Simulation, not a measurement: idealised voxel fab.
The process module that follows is named voxel quadruple lines.
Shown is cross-section cut, with a width of 230 nm and square cells of size 5 nm.
Cross-section format: a grid of square cells, given as bands from top to bottom; each band is one or more rows of cells.
This entry defines a band. It first specifies the height of the band's top and the height of its bottom in nm, and then specifies the band's materials from left to right, stating each material with its width in nm. The word "everywhere" identifies a single material that fills the band from edge to edge, while the word "blank" identifies empty space.
Heads up on the height convention: 0 is the point under which the incoming wafer is all one material, and the lowest band has no bottom, it just keeps going down, like "z 0 and below".
Think of "30 to 40" as a width that walks from the first number to the second as you go down the band, top row to bottom row, taking equal-sized steps from row to row.
What does "stayed the same" mean for a step? It means no cell of the cross-section changed in that step.
"Enclosed empty spaces" specifies each empty space that is not open to the top and that occupies no fewer than 8 cells, using the form width x height at distance, the distance measured from the left edge and all three quantities in nm.
Note: text after step settings on the step line = simulator remark on that step.
Regarding "overlay nm": on a step with a mask, it is the distance the mask lay to the right of its planned place; a negative value places it to the left.
The steps planned for the process are as follows:
- 1: RECEIVE | material Si
- 2: CONFORMAL_DEP | material Al2O3 | thk nm 5
- 3: DIRECTIONAL_DEP | material W | thk nm 10
- 4: DIRECTIONAL_DEP | material polySi | thk nm 15
- 5: DIRECTIONAL_DEP | material aC | thk nm 25
- 6: PATTERN | tone cover | mask id MANDREL | material resist | width nm 25 | pitch nm 80 | thk nm 35 | overlay nm 0
- 7: DIRECTIONAL_ETCH | etch materials aC | depth nm 25
- 8: STRIP | etch materials resist
- 9: CONFORMAL_DEP | material SiO2 | thk nm 15
- 10: DIRECTIONAL_ETCH | etch materials SiO2 | depth nm 15
- 11: STRIP | etch materials aC
- 12: DIRECTIONAL_ETCH | etch materials polySi | depth nm 15
- 13: STRIP | etch materials SiO2
- 14: CONFORMAL_DEP | material SiN | thk nm 5
- 15: DIRECTIONAL_ETCH | etch materials SiN | depth nm 5
- 16: STRIP | etch materials polySi
- 17: DIRECTIONAL_ETCH | etch materials W | depth nm 10
- 18: STRIP | etch materials SiN
- 19: FILL_DEP | material lowk | thk nm 5
- 20: CMP | height nm 15
Cross-section of the wafer at receipt, which is the condition after step 1:
z 0 and below: Si everywhere
Enclosed empty spaces: none
Looking at the first of two wafers in cross-section at end of module - ran to plan:
z 15 to 5: 40 nm lowk | 5 nm W | 15 nm lowk | 5 nm W | 15 nm lowk | 5 nm W | 15 nm lowk | 5 nm W | 15 nm lowk | 5 nm W | 15 nm lowk | 5 nm W | 15 nm lowk | 5 nm W | 15 nm lowk | 5 nm W | 45 nm lowk
z 5 to 0: Al2O3 everywhere
z 0 and below: Si everywhere
Enclosed empty spaces: none
Wafer two (of two), end-of-module cross-section: start = wafer one, plan = wafer one, one run mistake:
z 15 to 10: lowk everywhere
z 10 to 0: 40 nm lowk | 5 nm W | 15 nm lowk | 5 nm W | 15 nm lowk | 5 nm W | 15 nm lowk | 5 nm W | 15 nm lowk | 5 nm W | 15 nm lowk | 5 nm W | 15 nm lowk | 5 nm W | 15 nm lowk | 5 nm W | 45 nm lowk
z 0 and below: Si everywhere
Enclosed empty spaces: none
Misprocessing identified: yeah, step 2 of the plan got skipped, never ran
Cell-count delta at end, second wafer over first, by material: Al2O3 -46, lowk +46
